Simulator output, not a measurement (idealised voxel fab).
process module | voxel ribs on slabs
cross-section cut | 205 nm wide | cells 5 nm
A cross-section is a grid of square cells, given in bands from the top down. A band is one or more rows of cells.
Each band's line starts with the height of the band's top and of its bottom, in nm. Then come its materials from left to right, each with its width in nm. One material with "throughout" fills the band from edge to edge. "air" is empty space.
Height 0 is the level under which the wafer as received is all one material. The lowest band goes on downwards, as in "0 down".
A width such as "30 to 40" changes by the same amount from each row of cells to the next, from the band's top row to its bottom row.
"no change" after a step means that no cell of the cross-section changed.
closed voids: empty space of 8 cells or more with no open way to the top, each as width x height at its distance from the left edge, in nm
after a step's settings: what the simulator itself notes on the step
overlay nm, on a step with a mask: how far to the right of its planned place the mask lay; to the left if negative
plan
1 op RECEIVE | material Si
2 op DIRECTIONAL_DEP | material SiO2 | thk nm 25
3 op DIRECTIONAL_DEP | material polySi | thk nm 15
4 op DIRECTIONAL_DEP | material aC | thk nm 15
5 op PATTERN | tone cover | mask id RIB | material resist | width nm 25 | thk nm 35 | overlay nm 0
6 op DIRECTIONAL_ETCH | etch materials aC | depth nm 15
7 op STRIP | etch materials resist
8 op DIRECTIONAL_ETCH | etch materials polySi | depth nm 5
9 op STRIP | etch materials aC
10 op DIRECTIONAL_DEP | material aC | thk nm 15
11 op PATTERN | tone cover | mask id SLAB | material resist | width nm 85 | thk nm 30 | overlay nm -15
12 op DIRECTIONAL_ETCH | etch materials aC | depth nm 15
13 op STRIP | etch materials resist
14 op DIRECTIONAL_ETCH | etch materials polySi | depth nm 10
15 op STRIP | etch materials aC
16 op FILL_DEP | material SiO2 | thk nm 15
17 op CMP | height nm 50
18 op DIRECTIONAL_DEP | material TiN | thk nm 10
19 op DIRECTIONAL_DEP | material aC | thk nm 15
20 op PATTERN | tone cover | mask id HEATER | material resist | width nm 35 | thk nm 35 | overlay nm 0
21 op DIRECTIONAL_ETCH | etch materials aC | depth nm 15
22 op STRIP | etch materials resist
23 op DIRECTIONAL_ETCH | etch materials TiN | depth nm 10
24 op STRIP | etch materials aC
25 op CONFORMAL_DEP | material SiN | thk nm 10
varied across the wafers: overlay nm of step 11. The plan shows the first wafer's value. All wafers start alike
first wafer as received, after step 1
  0 down: Si throughout
  closed voids: none
first wafer at the end, after step 25
  70 to 60: air 75 | SiN 55 | air 75
  60 to 50: SiN 85 | TiN 35 | SiN 85
  50 to 40: SiO2 throughout
  40 to 35: SiO2 90 | polySi 25 | SiO2 90
  35 to 25: SiO2 45 | polySi 85 | SiO2 75
  25 to 0: SiO2 throughout
  0 down: Si throughout
  closed voids: none
last wafer at the end
  70 to 60: air 75 | SiN 55 | air 75
  60 to 50: SiN 85 | TiN 35 | SiN 85
  50 to 40: SiO2 throughout
  40 to 35: SiO2 90 | polySi 25 | SiO2 90
  35 to 25: SiO2 75 | polySi 85 | SiO2 45
  25 to 0: SiO2 throughout
  0 down: Si throughout
  closed voids: none
each wafer at the end: cells of each material gained (+) or lost (-) since it was received, then its closed voids
overlay nm -15 | +90 SiN | +371 SiO2 | +14 TiN | +39 polySi | closed voids: none
overlay nm -10 | +90 SiN | +371 SiO2 | +14 TiN | +39 polySi | closed voids: none
overlay nm -5 | +90 SiN | +371 SiO2 | +14 TiN | +39 polySi | closed voids: none
overlay nm 0 | +90 SiN | +371 SiO2 | +14 TiN | +39 polySi | closed voids: none
overlay nm 5 | +90 SiN | +371 SiO2 | +14 TiN | +39 polySi | closed voids: none
overlay nm 10 | +90 SiN | +371 SiO2 | +14 TiN | +39 polySi | closed voids: none
overlay nm 15 | +90 SiN | +371 SiO2 | +14 TiN | +39 polySi | closed voids: none
